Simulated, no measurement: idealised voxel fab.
This section sets out a process module, namely voxel self aligned contacts.
Displayed cross-section: cut, width of 265 nm, square cells sized 5 nm.
Cross-section = grid of square cells, listed top down in bands; band = one or more rows.
The entry gives the band's vertical extent as a top height and a bottom height in nm, then its horizontal make-up as materials from left to right, each with a width in nm. "blank" stands for empty space; a single material marked "edge to edge" fills the band edge to edge.
Ref level 0: as-received wafer is one material below here. Bottom band extends down with no lower bound ("0 and below").
Think of "30 to 40" as a width that walks from the first number to the second as you go down the band, top row to bottom row, taking equal-sized steps from row to row.
You'll sometimes find "changes: none" written for a step, and that's the way of saying that nowhere in the cross-section did a cell change during that step.
The entry titled "Cavities, sealed" provides the empty spaces that have no open way to the top, restricted to those of 8 cells or more. Each is presented as width x height at distance, the distance being measured from the left edge, with all three in nm.
Read whatever lies past the settings on a step's line as the simulator's own remark about the step.
Steps that use a mask can have "overlay nm" on their line. It says how far the mask sat to the right of where it was meant to be. Negative means to the left.

### List of planned process steps
1: RECEIVE,material Si
2: OXIDIZE,depth nm 5
3: DIRECTIONAL_DEP,material polySi,thk nm 30
4: DIRECTIONAL_DEP,material SiN,thk nm 20
5: DIRECTIONAL_DEP,material aC,thk nm 15
6: PATTERN,tone cover,mask id GATE,material resist,width nm 35,pitch nm 70,thk nm 30,overlay nm 0
7: DIRECTIONAL_ETCH,etch materials aC,depth nm 15
8: STRIP,etch materials resist
9: DIRECTIONAL_ETCH,etch materials SiN,depth nm 20
10: DIRECTIONAL_ETCH,etch materials polySi,depth nm 30
11: STRIP,etch materials aC
12: CONFORMAL_DEP,material SiN,thk nm 5
13: DIRECTIONAL_ETCH,etch materials SiN,depth nm 5
14: FILL_DEP,material SiO2,thk nm 10
15: CMP,height nm 55
16: PATTERN,tone open,mask id CONTACT,material resist,width nm 55,thk nm 15,overlay nm 0
17: DIRECTIONAL_ETCH,etch materials SiO2,depth nm 60
18: STRIP,etch materials resist
19: CONFORMAL_DEP,material TiN,thk nm 5
20: FILL_DEP,material Ru,thk nm 10
21: CMP,height nm 55
22: CONFORMAL_DEP,material SiN,thk nm 5

### The first of the two wafers, which ran as planned

### This is the cross-section of the wafer as we received it, i.e. after step 1
* 0 and below: Si edge to edge
* Cavities, sealed: none

### After step 2: wafer cross-section
* 0 down to -5: SiO2 edge to edge
* Under -5: no change, same as before.

### After step 3: wafer cross-section
* 30 down to 0: polySi edge to edge
* Under 0: no change, same as before.

### After step 4: wafer cross-section
* 50 down to 30: SiN edge to edge
* Under 30: no change, same as before.

### After step 5: wafer cross-section
* 65 down to 50: aC edge to edge
* Under 50: no change, same as before.

### After step 6: wafer cross-section
* 95 down to 65: 80 blank  35 resist  35 blank  35 resist  80 blank
* Under 65: no change, same as before.

### After step 7: wafer cross-section
* 80 down to 65: 80 blank  35 resist  35 blank  35 resist  80 blank
* 65 down to 50: 80 blank  35 aC  35 blank  35 aC  80 blank
* Under 50: no change, same as before.

### After step 8: wafer cross-section
* 65 down to 50: 80 blank  35 aC  35 blank  35 aC  80 blank
* Under 50: no change, same as before.

### After step 9: wafer cross-section
* 65 down to 50: 80 blank  35 aC  35 blank  35 aC  80 blank
* 50 down to 30: 80 blank  35 SiN  35 blank  35 SiN  80 blank
* Under 30: no change, same as before.

### After step 10: wafer cross-section
* 65 down to 50: 80 blank  35 aC  35 blank  35 aC  80 blank
* 50 down to 30: 80 blank  35 SiN  35 blank  35 SiN  80 blank
* 30 down to 0: 80 blank  35 polySi  35 blank  35 polySi  80 blank
* Under 0: no change, same as before.

### After step 11: wafer cross-section
* 50 down to 30: 80 blank  35 SiN  35 blank  35 SiN  80 blank
* Under 30: no change, same as before.

### After step 12: wafer cross-section
* 55 down to 30: 75 blank  45 SiN  25 blank  45 SiN  75 blank
* 30 down to 5: 75 blank  5 SiN  35 polySi  5 SiN  25 blank  5 SiN  35 polySi  5 SiN  75 blank
* 5 down to 0: 80 SiN  35 polySi  35 SiN  35 polySi  80 SiN
* Under 0: no change, same as before.

### After step 13: wafer cross-section
* 50 down to 30: 75 blank  45 SiN  25 blank  45 SiN  75 blank
* 30 down to 0: 75 blank  5 SiN  35 polySi  5 SiN  25 blank  5 SiN  35 polySi  5 SiN  75 blank
* Under 0: no change, same as before.

### After step 14: wafer cross-section
* 60 down to 50: SiO2 edge to edge
* 50 down to 30: 75 SiO2  45 SiN  25 SiO2  45 SiN  75 SiO2
* 30 down to 0: 75 SiO2  5 SiN  35 polySi  5 SiN  25 SiO2  5 SiN  35 polySi  5 SiN  75 SiO2
* Under 0: no change, same as before.

### After step 15: wafer cross-section
* 55 down to 50: SiO2 edge to edge
* Under 50: no change, same as before.

### After step 16: wafer cross-section
* 70 down to 55: 105 resist  55 blank  105 resist
* Under 55: no change, same as before.

### After step 17: wafer cross-section
* 70 down to 55: 105 resist  55 blank  105 resist
* 55 down to 50: 105 SiO2  55 blank  105 SiO2
* 50 down to 30: 75 SiO2  45 SiN  25 blank  45 SiN  75 SiO2
* 30 down to 0: 75 SiO2  5 SiN  35 polySi  5 SiN  25 blank  5 SiN  35 polySi  5 SiN  75 SiO2
* 0 down to -5: 120 SiO2  25 blank  120 SiO2
* Under -5: no change, same as before.

### After step 18: wafer cross-section
* 55 down to 50: 105 SiO2  55 blank  105 SiO2
* Under 50: no change, same as before.

### After step 19: wafer cross-section
* 60 down to 55: 110 TiN  45 blank  110 TiN
* 55 down to 50: 105 SiO2  20 TiN  15 blank  20 TiN  105 SiO2
* 50 down to 30: 75 SiO2  45 SiN  5 TiN  15 blank  5 TiN  45 SiN  75 SiO2
* 30 down to 0: 75 SiO2  5 SiN  35 polySi  5 SiN  5 TiN  15 blank  5 TiN  5 SiN  35 polySi  5 SiN  75 SiO2
* 0 down to -5: 120 SiO2  25 TiN  120 SiO2
* Under -5: no change, same as before.

### After step 20: wafer cross-section
* 70 down to 60: Ru edge to edge
* 60 down to 55: 110 TiN  45 Ru  110 TiN
* 55 down to 50: 105 SiO2  20 TiN  15 Ru  20 TiN  105 SiO2
* 50 down to 30: 75 SiO2  45 SiN  5 TiN  15 Ru  5 TiN  45 SiN  75 SiO2
* 30 down to 0: 75 SiO2  5 SiN  35 polySi  5 SiN  5 TiN  15 Ru  5 TiN  5 SiN  35 polySi  5 SiN  75 SiO2
* Under 0: no change, same as before.

### After step 21: wafer cross-section
* 55 down to 50: 105 SiO2  20 TiN  15 Ru  20 TiN  105 SiO2
* Under 50: no change, same as before.

### After step 22: wafer cross-section
* 60 down to 55: SiN edge to edge
* Under 55: no change, same as before.

### Second of two: same start, same plan, one run error; steps up to and including 14 match the first

### Second wafer, cut view, end of step 15 per plan
* 50 down to 30: 75 SiO2  45 SiN  25 SiO2  45 SiN  75 SiO2
* Under 30: no change, same as before.

### Second wafer, cut view, end of step 16 per plan
* 65 down to 50: 105 resist  55 blank  105 resist
* Under 50: no change, same as before.

### Second wafer, cut view, end of step 17 per plan
* 65 down to 50: 105 resist  55 blank  105 resist
* 50 down to 30: 75 SiO2  45 SiN  25 blank  45 SiN  75 SiO2
* 30 down to 0: 75 SiO2  5 SiN  35 polySi  5 SiN  25 blank  5 SiN  35 polySi  5 SiN  75 SiO2
* 0 down to -5: 120 SiO2  25 blank  120 SiO2
* Under -5: no change, same as before.

### Second wafer, cut view, end of step 18 per plan
* 50 down to 30: 75 SiO2  45 SiN  25 blank  45 SiN  75 SiO2
* Under 30: no change, same as before.

### Second wafer, cut view, end of step 19 per plan
* 55 down to 50: 125 TiN  15 blank  125 TiN
* 50 down to 30: 75 SiO2  45 SiN  5 TiN  15 blank  5 TiN  45 SiN  75 SiO2
* 30 down to 0: 75 SiO2  5 SiN  35 polySi  5 SiN  5 TiN  15 blank  5 TiN  5 SiN  35 polySi  5 SiN  75 SiO2
* 0 down to -5: 120 SiO2  25 TiN  120 SiO2
* Under -5: no change, same as before.

### Second wafer, cut view, end of step 20 per plan
* 65 down to 55: Ru edge to edge
* 55 down to 50: 125 TiN  15 Ru  125 TiN
* 50 down to 30: 75 SiO2  45 SiN  5 TiN  15 Ru  5 TiN  45 SiN  75 SiO2
* 30 down to 0: 75 SiO2  5 SiN  35 polySi  5 SiN  5 TiN  15 Ru  5 TiN  5 SiN  35 polySi  5 SiN  75 SiO2
* Under 0: no change, same as before.

### Second wafer, cut view, end of step 21 per plan
* 55 down to 50: 125 TiN  15 Ru  125 TiN
* Under 50: no change, same as before.

### Second wafer, cut view, end of step 22 per plan
* 60 down to 55: SiN edge to edge
* Under 55: no change, same as before.
What was done differently from what was planned? step 15 was run on a setting that differed from the plan, and what really ran there is CMP,height nm 50
End check, counted in cells, second wafer has more or fewer of these materials than the first: 42 fewer of SiO2, 42 more of TiN
